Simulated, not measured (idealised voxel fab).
Presented below is a process module, voxel fin reveal.
Section shown: cut. Width: 285 nm. Cell size: 5 nm, square.
Cross-section = grid of square cells, listed top down in bands; band = one or more rows. In this notation a band is specified by the heights of its top and bottom, in that order and in nm, after which its materials appear from left to right, each paired with its width in nm. The word "full width" attached to a single material means that material fills the band from edge to edge; the word "air" stands for empty space. The reference from which all heights are counted is 0, the level beneath which the as-received wafer is entirely one material; the lowest band, having no lower bound, proceeds downward and is written after the example "0 down". When a width is written as two numbers, as in "30->40", the first number is the width in the top row of cells of the band and the second is the width in its bottom row, and the width changes by the same amount from each row to the next. Any step labelled "identical to before" changed none of the cells in the cross-section. "Enclosed cavities" contains a list of empty spaces, each no smaller than 8 cells and without an open way to the top, written in the form width x height at distance with the distance from the left edge and all three in nm. Past the settings on a step's line: simulator remark, on that step. overlay nm, on a step with a mask: how far to the right of its planned place the mask lay; to the left if negative.

# The planned process steps are enumerated hereunder
- 1: RECEIVE, material Si
- 2: CONFORMAL_DEP, material SiN, thk nm 10
- 3: MASKED_ETCH, tone cover, mask id FINS, width nm 15, pitch nm 40, etch materials SiN, depth nm 10, overlay nm 0
- 4: MASKED_ETCH, tone cover, mask id FINS, width nm 15, pitch nm 40, etch materials Si, depth nm 35, overlay nm 0
- 5: FILL_DEP, material SiO2, thk nm 10
- 6: CMP, height nm 0
- 7: SELECTIVE_ETCH, etch materials SiO2, depth nm 20
- 8: STRIP, etch materials SiN
- 9: CONFORMAL_DEP, material SiO2, thk nm 5
For this document, wafers share an identical start and vary in the step 6 height nm; the plan quotes the first wafer's value.

# After step 1, as received: first of several wafers, cross-section
- 0 down | Si full width
- Enclosed cavities: none

# Every row in this table is a wafer at the end of the module, and it gives, for each of the materials, the cells that wafer has gained (+) or lost (-) since it was received, then its closed voids
height nm 0; -336 Si; +225 SiO2; Enclosed cavities: none
height nm 5; -336 Si; +267 SiO2; Enclosed cavities: none
height nm 10; -336 Si; +309 SiO2; Enclosed cavities: none
height nm 15; -336 Si; +351 SiO2; Enclosed cavities: none
height nm 20; -336 Si; +393 SiO2; Enclosed cavities: none
